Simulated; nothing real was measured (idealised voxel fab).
Name of the process module below: voxel transistor to metal
The width of the displayed cross-section, cut, is 270 nm; its cells are square, with a size of 5 nm.
Just so we're on the same page, the cross-sections are grids of square cells, and they're listed out in bands top to bottom, each band one or more rows deep. In this notation a band is specified by the heights of its top and bottom, in that order and in nm, after which its materials appear from left to right, each paired with its width in nm. The word "edge to edge" attached to a single material means that material fills the band from edge to edge; the word "air" stands for empty space. The reference from which all heights are counted is 0, the level beneath which the as-received wafer is entirely one material; the lowest band, having no lower bound, proceeds downward and is written after the example "0 and below". The two numbers in a width such as "30..40" mark its ends across the band: the first belongs to the top row of cells, the second to the bottom row, and from each row to the next the width moves by the same amount. When a step is marked "nothing altered", none of the cells in the cross-section changed during that step. So "Fully sealed voids" is basically the list of trapped voids: any empty space of 8 cells or more that can't reach the top through an opening. They're written width x height at distance, the distance being from the left edge, and it's all nm. Note: text after step settings on the step line = simulator remark on that step. The optional step-line setting "overlay nm" applies to steps with a mask and quantifies how far to the right of its planned location the mask lay, a negative value indicating leftward placement.

# This section lists the process steps that were planned
1: RECEIVE (material Si)
2: CONFORMAL_DEP (material SiO2; thk nm 5)
3: CONFORMAL_DEP (material SiN; thk nm 15)
4: PATTERN (tone cover; mask id ACTIVE; material resist; width nm 100; pitch nm 130; thk nm 20; overlay nm 0)
5: DIRECTIONAL_ETCH (etch materials SiN; depth nm 15)
6: DIRECTIONAL_ETCH (etch materials SiO2; depth nm 5)
7: DIRECTIONAL_ETCH (etch materials Si; depth nm 30)
8: STRIP (etch materials resist)
9: OXIDIZE (depth nm 5)
10: FILL_DEP (material SiO2; thk nm 5)
11: CMP (height nm 20)
12: SELECTIVE_ETCH (etch materials SiO2; depth nm 15)
13: STRIP (etch materials SiN)
14: SELECTIVE_ETCH (etch materials SiO2; depth nm 5)
15: OXIDIZE (depth nm 5)
16: DIRECTIONAL_DEP (material polySi; thk nm 25)
17: DIRECTIONAL_DEP (material SiCN; thk nm 10)
18: MASKED_ETCH (tone cover; mask id GATE; width nm 20; pitch nm 130; etch materials SiCN; depth nm 20; overlay nm 0)
19: MASKED_ETCH (tone cover; mask id GATE; width nm 20; pitch nm 130; etch materials polySi; depth nm 35; overlay nm 0)
20: CONFORMAL_DEP (material SiO2; thk nm 5)
21: DIRECTIONAL_ETCH (etch materials SiO2; depth nm 5)
22: CONFORMAL_DEP (material SiN; thk nm 5)
23: DIRECTIONAL_ETCH (etch materials SiN; depth nm 5)
24: DIRECTIONAL_ETCH (etch materials SiO2; depth nm 5)
25: DIRECTIONAL_ETCH (etch materials Si; depth nm 15)
26: EPI (material pSi; thk nm 20)
27: FILL_DEP (material SiO2; thk nm 5)
28: CMP (height nm 35)
29: DIRECTIONAL_DEP (material SiO2; thk nm 15)
30: MASKED_ETCH (tone open; mask id CONTACT; width nm 15; etch materials SiO2; depth nm 50; overlay nm 0)
31: CONFORMAL_DEP (material TiN; thk nm 5)
32: FILL_DEP (material Ru; thk nm 10)
33: CMP (height nm 50)
34: CONFORMAL_DEP (material SiN; thk nm 5)
35: DIRECTIONAL_DEP (material lowk; thk nm 15)
36: PATTERN (tone open; mask id METAL_1; material resist; width nm 15; thk nm 20; overlay nm 0)
37: DIRECTIONAL_ETCH (etch materials lowk; depth nm 15)
38: DIRECTIONAL_ETCH (etch materials SiN; depth nm 5)
39: STRIP (etch materials resist)
40: CONFORMAL_DEP (material TiN; thk nm 5)
41: FILL_DEP (material W; thk nm 5)
42: CMP (height nm 70)
43: EPI (material Ru; thk nm 5)
44: FILL_DEP (material SiCN; thk nm 5)

# So, the first of our two wafers, run just as we planned it

# as received, after step 1
  0 and below: Si edge to edge
  Fully sealed voids: none

# After step 2, in cross-section
  5 down to 0: SiO2 edge to edge
  All layers under 0 are left as they were.

# After step 3, in cross-section
  20 down to 5: SiN edge to edge
  All layers under 5 are left as they were.

# After step 4, in cross-section
  40 down to 20: air (20); resist (100); air (30); resist (100); air (20)
  All layers under 20 are left as they were.

# After step 5, in cross-section
  40 down to 20: air (20); resist (100); air (30); resist (100); air (20)
  20 down to 5: air (20); SiN (100); air (30); SiN (100); air (20)
  All layers under 5 are left as they were.

# After step 6, in cross-section
  40 down to 20: air (20); resist (100); air (30); resist (100); air (20)
  20 down to 5: air (20); SiN (100); air (30); SiN (100); air (20)
  5 down to 0: air (20); SiO2 (100); air (30); SiO2 (100); air (20)
  All layers under 0 are left as they were.

# After step 7, in cross-section
  40 down to 20: air (20); resist (100); air (30); resist (100); air (20)
  20 down to 5: air (20); SiN (100); air (30); SiN (100); air (20)
  5 down to 0: air (20); SiO2 (100); air (30); SiO2 (100); air (20)
  0 down to -30: air (20); Si (100); air (30); Si (100); air (20)
  All layers under -30 are left as they were.

# After step 8, in cross-section
  20 down to 5: air (20); SiN (100); air (30); SiN (100); air (20)
  All layers under 5 are left as they were.

# After step 9, in cross-section
  20 down to 5: air (20); SiN (100); air (30); SiN (100); air (20)
  5 down to 0: air (20); SiO2 (100); air (30); SiO2 (100); air (20)
  0 down to -30: air (20); SiO2 (5); Si (90); SiO2 (5); air (30); SiO2 (5); Si (90); SiO2 (5); air (20)
  -30 down to -35: SiO2 (25); Si (90); SiO2 (40); Si (90); SiO2 (25)
  All layers under -35 are left as they were.

# After step 10, in cross-section
  25 down to 20: SiO2 edge to edge
  20 down to 5: SiO2 (20); SiN (100); SiO2 (30); SiN (100); SiO2 (20)
  5 down to 0: SiO2 edge to edge
  0 down to -35: SiO2 (25); Si (90); SiO2 (40); Si (90); SiO2 (25)
  All layers under -35 are left as they were.

# After step 11, in cross-section
  20 down to 5: SiO2 (20); SiN (100); SiO2 (30); SiN (100); SiO2 (20)
  All layers under 5 are left as they were.

# After step 12, in cross-section
  20 down to 5: air (20); SiN (100); air (30); SiN (100); air (20)
  All layers under 5 are left as they were.

# After step 13, in cross-section
  5 down to 0: SiO2 edge to edge
  All layers under 0 are left as they were.

# After step 14, in cross-section
  0 down to -35: SiO2 (25); Si (90); SiO2 (40); Si (90); SiO2 (25)
  All layers under -35 are left as they were.

# After step 15, in cross-section
  0 down to -5: SiO2 edge to edge
  All layers under -5 are left as they were.

# After step 16, in cross-section
  25 down to 0: polySi edge to edge
  All layers under 0 are left as they were.

# After step 17, in cross-section
  35 down to 25: SiCN edge to edge
  All layers under 25 are left as they were.

# After step 18, in cross-section
  35 down to 25: air (60); SiCN (20); air (110); SiCN (20); air (60)
  All layers under 25 are left as they were.

# After step 19, in cross-section
  35 down to 25: air (60); SiCN (20); air (110); SiCN (20); air (60)
  25 down to 0: air (60); polySi (20); air (110); polySi (20); air (60)
  All layers under 0 are left as they were.

# After step 20, in cross-section
  40 down to 35: air (55); SiO2 (30); air (100); SiO2 (30); air (55)
  35 down to 25: air (55); SiO2 (5); SiCN (20); SiO2 (5); air (100); SiO2 (5); SiCN (20); SiO2 (5); air (55)
  25 down to 5: air (55); SiO2 (5); polySi (20); SiO2 (5); air (100); SiO2 (5); polySi (20); SiO2 (5); air (55)
  5 down to 0: SiO2 (60); polySi (20); SiO2 (110); polySi (20); SiO2 (60)
  All layers under 0 are left as they were.

# After step 21, in cross-section
  35 down to 25: air (55); SiO2 (5); SiCN (20); SiO2 (5); air (100); SiO2 (5); SiCN (20); SiO2 (5); air (55)
  25 down to 0: air (55); SiO2 (5); polySi (20); SiO2 (5); air (100); SiO2 (5); polySi (20); SiO2 (5); air (55)
  All layers under 0 are left as they were.

# After step 22, in cross-section
  40 down to 35: air (50); SiN (40); air (90); SiN (40); air (50)
  35 down to 25: air (50); SiN (5); SiO2 (5); SiCN (20); SiO2 (5); SiN (5); air (90); SiN (5); SiO2 (5); SiCN (20); SiO2 (5); SiN (5); air (50)
  25 down to 5: air (50); SiN (5); SiO2 (5); polySi (20); SiO2 (5); SiN (5); air (90); SiN (5); SiO2 (5); polySi (20); SiO2 (5); SiN (5); air (50)
  5 down to 0: SiN (55); SiO2 (5); polySi (20); SiO2 (5); SiN (100); SiO2 (5); polySi (20); SiO2 (5); SiN (55)
  All layers under 0 are left as they were.

# After step 23, in cross-section
  35 down to 25: air (50); SiN (5); SiO2 (5); SiCN (20); SiO2 (5); SiN (5); air (90); SiN (5); SiO2 (5); SiCN (20); SiO2 (5); SiN (5); air (50)
  25 down to 0: air (50); SiN (5); SiO2 (5); polySi (20); SiO2 (5); SiN (5); air (90); SiN (5); SiO2 (5); polySi (20); SiO2 (5); SiN (5); air (50)
  All layers under 0 are left as they were.

# After step 24, in cross-section
  35 down to 30: air (50); SiN (5); air (5); SiCN (20); air (5); SiN (5); air (90); SiN (5); air (5); SiCN (20); air (5); SiN (5); air (50)
  30 down to 25: air (50); SiN (5); SiO2 (5); SiCN (20); SiO2 (5); SiN (5); air (90); SiN (5); SiO2 (5); SiCN (20); SiO2 (5); SiN (5); air (50)
  25 down to 0: air (50); SiN (5); SiO2 (5); polySi (20); SiO2 (5); SiN (5); air (90); SiN (5); SiO2 (5); polySi (20); SiO2 (5); SiN (5); air (50)
  0 down to -5: air (50); SiO2 (40); air (90); SiO2 (40); air (50)
  All layers under -5 are left as they were.

# After step 25, in cross-section
  35 down to 30: air (50); SiN (5); air (5); SiCN (20); air (5); SiN (5); air (90); SiN (5); air (5); SiCN (20); air (5); SiN (5); air (50)
  30 down to 25: air (50); SiN (5); SiO2 (5); SiCN (20); SiO2 (5); SiN (5); air (90); SiN (5); SiO2 (5); SiCN (20); SiO2 (5); SiN (5); air (50)
  25 down to 0: air (50); SiN (5); SiO2 (5); polySi (20); SiO2 (5); SiN (5); air (90); SiN (5); SiO2 (5); polySi (20); SiO2 (5); SiN (5); air (50)
  0 down to -5: air (50); SiO2 (40); air (90); SiO2 (40); air (50)
  -5 down to -20: SiO2 (25); air (25); Si (40); air (25); SiO2 (40); air (25); Si (40); air (25); SiO2 (25)
  All layers under -20 are left as they were.

# After step 26, in cross-section
  35 down to 30: air (50); SiN (5); air (5); SiCN (20); air (5); SiN (5); air (90); SiN (5); air (5); SiCN (20); air (5); SiN (5); air (50)
  30 down to 25: air (50); SiN (5); SiO2 (5); SiCN (20); SiO2 (5); SiN (5); air (90); SiN (5); SiO2 (5); SiCN (20); SiO2 (5); SiN (5); air (50)
  25 down to 15: air (50); SiN (5); SiO2 (5); polySi (20); SiO2 (5); SiN (5); air (90); SiN (5); SiO2 (5); polySi (20); SiO2 (5); SiN (5); air (50)
  15 down to 0: air (30); pSi (20); SiN (5); SiO2 (5); polySi (20); SiO2 (5); SiN (5); pSi (20); air (50); pSi (20); SiN (5); SiO2 (5); polySi (20); SiO2 (5); SiN (5); pSi (20); air (30)
  0 down to -5: air (20); pSi (30); SiO2 (40); pSi (30); air (30); pSi (30); SiO2 (40); pSi (30); air (20)
  -5 down to -20: SiO2 (25); pSi (25); Si (40); pSi (25); SiO2 (40); pSi (25); Si (40); pSi (25); SiO2 (25)
  All layers under -20 are left as they were.

# After step 27, in cross-section
  40 down to 35: SiO2 edge to edge
  35 down to 25: SiO2 (50); SiN (5); SiO2 (5); SiCN (20); SiO2 (5); SiN (5); SiO2 (90); SiN (5); SiO2 (5); SiCN (20); SiO2 (5); SiN (5); SiO2 (50)
  25 down to 15: SiO2 (50); SiN (5); SiO2 (5); polySi (20); SiO2 (5); SiN (5); SiO2 (90); SiN (5); SiO2 (5); polySi (20); SiO2 (5); SiN (5); SiO2 (50)
  15 down to 0: SiO2 (30); pSi (20); SiN (5); SiO2 (5); polySi (20); SiO2 (5); SiN (5); pSi (20); SiO2 (50); pSi (20); SiN (5); SiO2 (5); polySi (20); SiO2 (5); SiN (5); pSi (20); SiO2 (30)
  0 down to -5: SiO2 (20); pSi (30); SiO2 (40); pSi (30); SiO2 (30); pSi (30); SiO2 (40); pSi (30); SiO2 (20)
  All layers under -5 are left as they were.

# After step 28, in cross-section
  35 down to 25: SiO2 (50); SiN (5); SiO2 (5); SiCN (20); SiO2 (5); SiN (5); SiO2 (90); SiN (5); SiO2 (5); SiCN (20); SiO2 (5); SiN (5); SiO2 (50)
  All layers under 25 are left as they were.

# After step 29, in cross-section
  50 down to 35: SiO2 edge to edge
  All layers under 35 are left as they were.

# After step 30, in cross-section
  50 down to 35: SiO2 (25); air (15); SiO2 (60); air (15); SiO2 (40); air (15); SiO2 (60); air (15); SiO2 (25)
  35 down to 25: SiO2 (25); air (15); SiO2 (10); SiN (5); SiO2 (5); SiCN (20); SiO2 (5); SiN (5); SiO2 (10); air (15); SiO2 (40); air (15); SiO2 (10); SiN (5); SiO2 (5); SiCN (20); SiO2 (5); SiN (5); SiO2 (10); air (15); SiO2 (25)
  25 down to 15: SiO2 (25); air (15); SiO2 (10); SiN (5); SiO2 (5); polySi (20); SiO2 (5); SiN (5); SiO2 (10); air (15); SiO2 (40); air (15); SiO2 (10); SiN (5); SiO2 (5); polySi (20); SiO2 (5); SiN (5); SiO2 (10); air (15); SiO2 (25)
  15 down to 0: SiO2 (25); air (5); pSi (20); SiN (5); SiO2 (5); polySi (20); SiO2 (5); SiN (5); pSi (20); air (5); SiO2 (40); air (5); pSi (20); SiN (5); SiO2 (5); polySi (20); SiO2 (5); SiN (5); pSi (20); air (5); SiO2 (25)
  All layers under 0 are left as they were.

# After step 31, in cross-section
  55 down to 50: TiN (30); air (5); TiN (70); air (5); TiN (50); air (5); TiN (70); air (5); TiN (30)
  50 down to 35: SiO2 (25); TiN (5); air (5); TiN (5); SiO2 (60); TiN (5); air (5); TiN (5); SiO2 (40); TiN (5); air (5); TiN (5); SiO2 (60); TiN (5); air (5); TiN (5); SiO2 (25)
  35 down to 25: SiO2 (25); TiN (5); air (5); TiN (5); SiO2 (10); SiN (5); SiO2 (5); SiCN (20); SiO2 (5); SiN (5); SiO2 (10); TiN (5); air (5); TiN (5); SiO2 (40); TiN (5); air (5); TiN (5); SiO2 (10); SiN (5); SiO2 (5); SiCN (20); SiO2 (5); SiN (5); SiO2 (10); TiN (5); air (5); TiN (5); SiO2 (25)
  25 down to 20: SiO2 (25); TiN (5); air (5); TiN (5); SiO2 (10); SiN (5); SiO2 (5); polySi (20); SiO2 (5); SiN (5); SiO2 (10); TiN (5); air (5); TiN (5); SiO2 (40); TiN (5); air (5); TiN (5); SiO2 (10); SiN (5); SiO2 (5); polySi (20); SiO2 (5); SiN (5); SiO2 (10); TiN (5); air (5); TiN (5); SiO2 (25)
  20 down to 15: SiO2 (25); TiN (15); SiO2 (10); SiN (5); SiO2 (5); polySi (20); SiO2 (5); SiN (5); SiO2 (10); TiN (15); SiO2 (40); TiN (15); SiO2 (10); SiN (5); SiO2 (5); polySi (20); SiO2 (5); SiN (5); SiO2 (10); TiN (15); SiO2 (25)
  15 down to 0: SiO2 (25); TiN (5); pSi (20); SiN (5); SiO2 (5); polySi (20); SiO2 (5); SiN (5); pSi (20); TiN (5); SiO2 (40); TiN (5); pSi (20); SiN (5); SiO2 (5); polySi (20); SiO2 (5); SiN (5); pSi (20); TiN (5); SiO2 (25)
  All layers under 0 are left as they were.

# After step 32, in cross-section
  65 down to 55: Ru edge to edge
  55 down to 50: TiN (30); Ru (5); TiN (70); Ru (5); TiN (50); Ru (5); TiN (70); Ru (5); TiN (30)
  50 down to 35: SiO2 (25); TiN (5); Ru (5); TiN (5); SiO2 (60); TiN (5); Ru (5); TiN (5); SiO2 (40); TiN (5); Ru (5); TiN (5); SiO2 (60); TiN (5); Ru (5); TiN (5); SiO2 (25)
  35 down to 25: SiO2 (25); TiN (5); Ru (5); TiN (5); SiO2 (10); SiN (5); SiO2 (5); SiCN (20); SiO2 (5); SiN (5); SiO2 (10); TiN (5); Ru (5); TiN (5); SiO2 (40); TiN (5); Ru (5); TiN (5); SiO2 (10); SiN (5); SiO2 (5); SiCN (20); SiO2 (5); SiN (5); SiO2 (10); TiN (5); Ru (5); TiN (5); SiO2 (25)
  25 down to 20: SiO2 (25); TiN (5); Ru (5); TiN (5); SiO2 (10); SiN (5); SiO2 (5); polySi (20); SiO2 (5); SiN (5); SiO2 (10); TiN (5); Ru (5); TiN (5); SiO2 (40); TiN (5); Ru (5); TiN (5); SiO2 (10); SiN (5); SiO2 (5); polySi (20); SiO2 (5); SiN (5); SiO2 (10); TiN (5); Ru (5); TiN (5); SiO2 (25)
  All layers under 20 are left as they were.

# After step 33, in cross-section
  50 down to 35: SiO2 (25); TiN (5); Ru (5); TiN (5); SiO2 (60); TiN (5); Ru (5); TiN (5); SiO2 (40); TiN (5); Ru (5); TiN (5); SiO2 (60); TiN (5); Ru (5); TiN (5); SiO2 (25)
  All layers under 35 are left as they were.

# After step 34, in cross-section
  55 down to 50: SiN edge to edge
  All layers under 50 are left as they were.

# After step 35, in cross-section
  70 down to 55: lowk edge to edge
  All layers under 55 are left as they were.

# After step 36, in cross-section
  90 down to 70: resist (25); air (15); resist (60); air (15); resist (40); air (15); resist (60); air (15); resist (25)
  All layers under 70 are left as they were.

# After step 37, in cross-section
  90 down to 70: resist (25); air (15); resist (60); air (15); resist (40); air (15); resist (60); air (15); resist (25)
  70 down to 55: lowk (25); air (15); lowk (60); air (15); lowk (40); air (15); lowk (60); air (15); lowk (25)
  All layers under 55 are left as they were.

# After step 38, in cross-section
  90 down to 70: resist (25); air (15); resist (60); air (15); resist (40); air (15); resist (60); air (15); resist (25)
  70 down to 55: lowk (25); air (15); lowk (60); air (15); lowk (40); air (15); lowk (60); air (15); lowk (25)
  55 down to 50: SiN (25); air (15); SiN (60); air (15); SiN (40); air (15); SiN (60); air (15); SiN (25)
  All layers under 50 are left as they were.

# After step 39, in cross-section
  70 down to 55: lowk (25); air (15); lowk (60); air (15); lowk (40); air (15); lowk (60); air (15); lowk (25)
  All layers under 55 are left as they were.

# After step 40, in cross-section
  75 down to 70: TiN (30); air (5); TiN (70); air (5); TiN (50); air (5); TiN (70); air (5); TiN (30)
  70 down to 55: lowk (25); TiN (5); air (5); TiN (5); lowk (60); TiN (5); air (5); TiN (5); lowk (40); TiN (5); air (5); TiN (5); lowk (60); TiN (5); air (5); TiN (5); lowk (25)
  55 down to 50: SiN (25); TiN (15); SiN (60); TiN (15); SiN (40); TiN (15); SiN (60); TiN (15); SiN (25)
  All layers under 50 are left as they were.

# After step 41, in cross-section
  80 down to 75: W edge to edge
  75 down to 70: TiN (30); W (5); TiN (70); W (5); TiN (50); W (5); TiN (70); W (5); TiN (30)
  70 down to 55: lowk (25); TiN (5); W (5); TiN (5); lowk (60); TiN (5); W (5); TiN (5); lowk (40); TiN (5); W (5); TiN (5); lowk (60); TiN (5); W (5); TiN (5); lowk (25)
  All layers under 55 are left as they were.

# After step 42, in cross-section
  70 down to 55: lowk (25); TiN (5); W (5); TiN (5); lowk (60); TiN (5); W (5); TiN (5); lowk (40); TiN (5); W (5); TiN (5); lowk (60); TiN (5); W (5); TiN (5); lowk (25)
  All layers under 55 are left as they were.

# After step 43, in cross-section
  75 down to 70: air (20); Ru (25); air (50); Ru (25); air (30); Ru (25); air (50); Ru (25); air (20)
  All layers under 70 are left as they were.

# After step 44, in cross-section
  80 down to 75: SiCN edge to edge
  75 down to 70: SiCN (20); Ru (25); SiCN (50); Ru (25); SiCN (30); Ru (25); SiCN (50); Ru (25); SiCN (20)
  All layers under 70 are left as they were.

# Second of two: same start, same plan, one run error; steps up to and including 28 match the first

# when step 29 should have ended
  65 down to 35: SiO2 edge to edge
  All layers under 35 are left as they were.

# when step 30 should have ended
  65 down to 35: SiO2 (25); air (15); SiO2 (60); air (15); SiO2 (40); air (15); SiO2 (60); air (15); SiO2 (25)
  35 down to 25: SiO2 (25); air (15); SiO2 (10); SiN (5); SiO2 (5); SiCN (20); SiO2 (5); SiN (5); SiO2 (10); air (15); SiO2 (40); air (15); SiO2 (10); SiN (5); SiO2 (5); SiCN (20); SiO2 (5); SiN (5); SiO2 (10); air (15); SiO2 (25)
  25 down to 15: SiO2 (25); air (15); SiO2 (10); SiN (5); SiO2 (5); polySi (20); SiO2 (5); SiN (5); SiO2 (10); air (15); SiO2 (40); air (15); SiO2 (10); SiN (5); SiO2 (5); polySi (20); SiO2 (5); SiN (5); SiO2 (10); air (15); SiO2 (25)
  All layers under 15 are left as they were.

# when step 31 should have ended
  70 down to 65: TiN (30); air (5); TiN (70); air (5); TiN (50); air (5); TiN (70); air (5); TiN (30)
  65 down to 35: SiO2 (25); TiN (5); air (5); TiN (5); SiO2 (60); TiN (5); air (5); TiN (5); SiO2 (40); TiN (5); air (5); TiN (5); SiO2 (60); TiN (5); air (5); TiN (5); SiO2 (25)
  35 down to 25: SiO2 (25); TiN (5); air (5); TiN (5); SiO2 (10); SiN (5); SiO2 (5); SiCN (20); SiO2 (5); SiN (5); SiO2 (10); TiN (5); air (5); TiN (5); SiO2 (40); TiN (5); air (5); TiN (5); SiO2 (10); SiN (5); SiO2 (5); SiCN (20); SiO2 (5); SiN (5); SiO2 (10); TiN (5); air (5); TiN (5); SiO2 (25)
  25 down to 20: SiO2 (25); TiN (5); air (5); TiN (5); SiO2 (10); SiN (5); SiO2 (5); polySi (20); SiO2 (5); SiN (5); SiO2 (10); TiN (5); air (5); TiN (5); SiO2 (40); TiN (5); air (5); TiN (5); SiO2 (10); SiN (5); SiO2 (5); polySi (20); SiO2 (5); SiN (5); SiO2 (10); TiN (5); air (5); TiN (5); SiO2 (25)
  20 down to 15: SiO2 (25); TiN (15); SiO2 (10); SiN (5); SiO2 (5); polySi (20); SiO2 (5); SiN (5); SiO2 (10); TiN (15); SiO2 (40); TiN (15); SiO2 (10); SiN (5); SiO2 (5); polySi (20); SiO2 (5); SiN (5); SiO2 (10); TiN (15); SiO2 (25)
  All layers under 15 are left as they were.

# when step 32 should have ended
  80 down to 70: Ru edge to edge
  70 down to 65: TiN (30); Ru (5); TiN (70); Ru (5); TiN (50); Ru (5); TiN (70); Ru (5); TiN (30)
  65 down to 35: SiO2 (25); TiN (5); Ru (5); TiN (5); SiO2 (60); TiN (5); Ru (5); TiN (5); SiO2 (40); TiN (5); Ru (5); TiN (5); SiO2 (60); TiN (5); Ru (5); TiN (5); SiO2 (25)
  35 down to 25: SiO2 (25); TiN (5); Ru (5); TiN (5); SiO2 (10); SiN (5); SiO2 (5); SiCN (20); SiO2 (5); SiN (5); SiO2 (10); TiN (5); Ru (5); TiN (5); SiO2 (40); TiN (5); Ru (5); TiN (5); SiO2 (10); SiN (5); SiO2 (5); SiCN (20); SiO2 (5); SiN (5); SiO2 (10); TiN (5); Ru (5); TiN (5); SiO2 (25)
  25 down to 20: SiO2 (25); TiN (5); Ru (5); TiN (5); SiO2 (10); SiN (5); SiO2 (5); polySi (20); SiO2 (5); SiN (5); SiO2 (10); TiN (5); Ru (5); TiN (5); SiO2 (40); TiN (5); Ru (5); TiN (5); SiO2 (10); SiN (5); SiO2 (5); polySi (20); SiO2 (5); SiN (5); SiO2 (10); TiN (5); Ru (5); TiN (5); SiO2 (25)
  All layers under 20 are left as they were.

# when step 33 should have ended
  50 down to 35: SiO2 (25); TiN (5); Ru (5); TiN (5); SiO2 (60); TiN (5); Ru (5); TiN (5); SiO2 (40); TiN (5); Ru (5); TiN (5); SiO2 (60); TiN (5); Ru (5); TiN (5); SiO2 (25)
  All layers under 35 are left as they were.

# when step 34 should have ended
  55 down to 50: SiN edge to edge
  All layers under 50 are left as they were.

# when step 35 should have ended
  70 down to 55: lowk edge to edge
  All layers under 55 are left as they were.

# when step 36 should have ended
  90 down to 70: resist (25); air (15); resist (60); air (15); resist (40); air (15); resist (60); air (15); resist (25)
  All layers under 70 are left as they were.

# when step 37 should have ended
  90 down to 70: resist (25); air (15); resist (60); air (15); resist (40); air (15); resist (60); air (15); resist (25)
  70 down to 55: lowk (25); air (15); lowk (60); air (15); lowk (40); air (15); lowk (60); air (15); lowk (25)
  All layers under 55 are left as they were.

# when step 38 should have ended
  90 down to 70: resist (25); air (15); resist (60); air (15); resist (40); air (15); resist (60); air (15); resist (25)
  70 down to 55: lowk (25); air (15); lowk (60); air (15); lowk (40); air (15); lowk (60); air (15); lowk (25)
  55 down to 50: SiN (25); air (15); SiN (60); air (15); SiN (40); air (15); SiN (60); air (15); SiN (25)
  All layers under 50 are left as they were.

# when step 39 should have ended
  70 down to 55: lowk (25); air (15); lowk (60); air (15); lowk (40); air (15); lowk (60); air (15); lowk (25)
  All layers under 55 are left as they were.

# when step 40 should have ended
  75 down to 70: TiN (30); air (5); TiN (70); air (5); TiN (50); air (5); TiN (70); air (5); TiN (30)
  70 down to 55: lowk (25); TiN (5); air (5); TiN (5); lowk (60); TiN (5); air (5); TiN (5); lowk (40); TiN (5); air (5); TiN (5); lowk (60); TiN (5); air (5); TiN (5); lowk (25)
  55 down to 50: SiN (25); TiN (15); SiN (60); TiN (15); SiN (40); TiN (15); SiN (60); TiN (15); SiN (25)
  All layers under 50 are left as they were.

# when step 41 should have ended
  80 down to 75: W edge to edge
  75 down to 70: TiN (30); W (5); TiN (70); W (5); TiN (50); W (5); TiN (70); W (5); TiN (30)
  70 down to 55: lowk (25); TiN (5); W (5); TiN (5); lowk (60); TiN (5); W (5); TiN (5); lowk (40); TiN (5); W (5); TiN (5); lowk (60); TiN (5); W (5); TiN (5); lowk (25)
  All layers under 55 are left as they were.

# when step 42 should have ended
  70 down to 55: lowk (25); TiN (5); W (5); TiN (5); lowk (60); TiN (5); W (5); TiN (5); lowk (40); TiN (5); W (5); TiN (5); lowk (60); TiN (5); W (5); TiN (5); lowk (25)
  All layers under 55 are left as they were.

# when step 43 should have ended
  75 down to 70: air (20); Ru (25); air (50); Ru (25); air (30); Ru (25); air (50); Ru (25); air (20)
  All layers under 70 are left as they were.

# when step 44 should have ended
  80 down to 75: SiCN edge to edge
  75 down to 70: SiCN (20); Ru (25); SiCN (50); Ru (25); SiCN (30); Ru (25); SiCN (50); Ru (25); SiCN (20)
  All layers under 70 are left as they were.
Nonconformance to the process plan: plan step 29 ran twice
At the finish, the second wafer shows more or fewer cells for some materials than the first does: SiO2: 12 more, TiN: 12 fewer
